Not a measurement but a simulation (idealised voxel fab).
The document below concerns the process module designated voxel fin reveal.
In the cross-section labelled cut, the width is 170 nm and each square cell is 5 nm.
In this document a cross-section is written as a grid of square cells. It is given as a series of bands, listed from the top down, and a band is one or more rows of cells. Top, bottom (nm), then materials left to right with widths (nm); lone material tagged "full width" fills the whole band edge to edge; "air" = empty space. Height reference: 0 = level under which incoming wafer is all one material. Lowest band: no bottom, runs on downward, e.g. "top 0, no bottom". So if you see something like "30->40" for the width, read it as the top row of the band sitting at the first number and the bottom row at the second, with every row in between moving by the same amount as the last. "no alterations made" (step): cross-section cells unchanged, all of them. The list in "Fully sealed cavities" covers empty spaces of 8 cells or more that cannot reach the top through any open way, and it gives each as width x height at distance; the distance is from the left edge, and width, height and distance are in nm. The remark found on a step's line after its settings is issued by the simulator itself and pertains to that step. On any step carrying a mask, the "overlay nm" setting, if present on the step's line, tells how far right of its planned place the mask lay; negative values point to the left.
[The steps planned for the process are as follows]
- 1: RECEIVE | material Si
- 2: CONFORMAL_DEP | material SiN | thk nm 5
- 3: MASKED_ETCH | tone cover | mask id FINS | width nm 15 | pitch nm 35 | etch materials SiN | depth nm 5 | overlay nm 0
- 4: MASKED_ETCH | tone cover | mask id FINS | width nm 15 | pitch nm 35 | etch materials Si | depth nm 30 | overlay nm 0
- 5: OXIDIZE | depth nm 5
- 6: FILL_DEP | material SiO2 | thk nm 5
- 7: CMP | height nm 5
- 8: SELECTIVE_ETCH | etch materials SiO2 | depth nm 20
- 9: STRIP | etch materials SiN
- 10: CONFORMAL_DEP | material SiO2 | thk nm 5
[As received (post step 1): cross-section]
  top 0, no bottom: Si full width
  Fully sealed cavities: none
[Looking at the first of two wafers in cross-section at end of module - ran to plan]
  top 5, bottom 0: 25 nm air | 15 nm SiO2 | 20 nm air | 15 nm SiO2 | 20 nm air | 15 nm SiO2 | 20 nm air | 15 nm SiO2 | 25 nm air
  top 0, bottom -10: 25 nm air | 5 nm SiO2 | 5 nm Si | 5 nm SiO2 | 20 nm air | 5 nm SiO2 | 5 nm Si | 5 nm SiO2 | 20 nm air | 5 nm SiO2 | 5 nm Si | 5 nm SiO2 | 20 nm air | 5 nm SiO2 | 5 nm Si | 5 nm SiO2 | 25 nm air
  top -10, bottom -35: 30 nm SiO2 | 5 nm Si | 30 nm SiO2 | 5 nm Si | 30 nm SiO2 | 5 nm Si | 30 nm SiO2 | 5 nm Si | 30 nm SiO2
  top -35, no bottom: Si full width
  Fully sealed cavities: none
[Cross-sectional view of the second of two wafers upon completion of the module. This wafer shared its starting condition and process plan with the first; one error was made during its execution]
  top 5, bottom 0: 15 nm air | 15 nm SiO2 | 20 nm air | 15 nm SiO2 | 20 nm air | 15 nm SiO2 | 20 nm air | 15 nm SiO2 | 35 nm air
  top 0, bottom -10: 15 nm air | 5 nm SiO2 | 5->15 nm Si | 15->5 nm SiO2 | 10 nm air | 5 nm SiO2 | 5->15 nm Si | 15->5 nm SiO2 | 10 nm air | 5 nm SiO2 | 5->15 nm Si | 15->5 nm SiO2 | 10 nm air | 5 nm SiO2 | 5->15 nm Si | 15->5 nm SiO2 | 25 nm air
  top -10, bottom -35: 20 nm SiO2 | 15 nm Si | 20 nm SiO2 | 15 nm Si | 20 nm SiO2 | 15 nm Si | 20 nm SiO2 | 15 nm Si | 30 nm SiO2
  top -35, no bottom: Si full width
  Fully sealed cavities: none
Which mistake was made when the wafer was run? the process deviated at step 3: the operation and settings actually run there were MASKED_ETCH | tone cover | mask id FINS | width nm 15 | pitch nm 35 | etch materials SiN | depth nm 5 | overlay nm -10
Once processing is complete, comparing cell counts shows that the second wafer has more or fewer of certain materials than the first: 48 more of Si; 32 fewer of SiO2
